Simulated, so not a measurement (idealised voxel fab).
Process module under the name voxel plated lines
Cross-section cut spans 155 nm and uses square cells 5 nm in size.
A cross-section is a grid of square cells, given in bands from the top down. A band is one or more rows of cells.
Heights first: top, then bottom, in nm. Then materials, left to right, each with a width in nm. "everywhere" on a single material: fills the band edge to edge. "air": empty space.
Height reference: 0 = level under which incoming wafer is all one material. Lowest band: no bottom, runs on downward, e.g. "0 down".
Per-row width for "30..40": begins at first number (top row of band), ends at second number (bottom row), increment between rows held constant.
Reading "nothing got changed" for a step: not a cell of the cross-section changed in it.
Heads up: "Closed cavity list" only lists the empty pockets with no open path to the top that are 8 cells or more, and it writes them as width x height at distance, distance from the left edge, in nm.
It should be noted that, on the line of a given step, the content following the step's settings is a remark produced by the simulator itself with respect to that step.
overlay nm: how far to the right of its planned place the mask lay on this masked step (negative: to the left).
The steps planned for the process are as follows:
step 1: RECEIVE with material Si
step 2: CONFORMAL_DEP with material SiO2, thk nm 15
step 3: DIRECTIONAL_DEP with material TiN, thk nm 5
step 4: PATTERN with tone open, mask id LINES, material resist, width nm 25, pitch nm 45, thk nm 35, overlay nm -15
step 5: EPI with material Ru, thk nm 10
step 6: EPI with material Ru, thk nm 5
step 7: EPI with material Ru, thk nm 10
step 8: STRIP with etch materials resist
step 9: DIRECTIONAL_ETCH with etch materials TiN, depth nm 5
step 10: CONFORMAL_DEP with material SiCN, thk nm 5
Keep in mind the plan's value for the overlay nm of step 4 comes from the first wafer; the wafers don't share that setting, but they do share the same starting point.
So this is the first of several wafers, cross-sectioned as it came to us, meaning it's at the end of step 1:
0 down = Si everywhere
Closed cavity list: none
first wafer at the end, after step 10:
50 to 45 = 20 of air; 35 of SiCN; 10 of air; 35 of SiCN; 55 of air
45 to 20 = 20 of air; 5 of SiCN; 25 of Ru; 5 of SiCN; 10 of air; 5 of SiCN; 25 of Ru; 5 of SiCN; 55 of air
20 to 15 = 25 of SiCN; 25 of TiN; 20 of SiCN; 25 of TiN; 60 of SiCN
15 to 0 = SiO2 everywhere
0 down = Si everywhere
Closed cavity list: none
Cross-sectional view, end of module, last wafer of several:
50 to 45 = 50 of air; 35 of SiCN; 10 of air; 35 of SiCN; 25 of air
45 to 20 = 50 of air; 5 of SiCN; 25 of Ru; 5 of SiCN; 10 of air; 5 of SiCN; 25 of Ru; 5 of SiCN; 25 of air
20 to 15 = 55 of SiCN; 25 of TiN; 20 of SiCN; 25 of TiN; 30 of SiCN
15 to 0 = SiO2 everywhere
0 down = Si everywhere
Closed cavity list: none
Rows = wafers. At module end, each row lists per material the cells gained (+) or lost (-) since the wafer was received, then the closed voids:
overlay nm -15, +50 Ru, +55 SiCN, +93 SiO2, +10 TiN, Closed cavity list: none
overlay nm -10, +50 Ru, +55 SiCN, +93 SiO2, +10 TiN, Closed cavity list: none
overlay nm -5, +50 Ru, +55 SiCN, +93 SiO2, +10 TiN, Closed cavity list: none
overlay nm 0, +50 Ru, +55 SiCN, +93 SiO2, +10 TiN, Closed cavity list: none
overlay nm 5, +50 Ru, +55 SiCN, +93 SiO2, +10 TiN, Closed cavity list: none
overlay nm 10, +50 Ru, +55 SiCN, +93 SiO2, +10 TiN, Closed cavity list: none
overlay nm 15, +50 Ru, +55 SiCN, +93 SiO2, +10 TiN, Closed cavity list: none
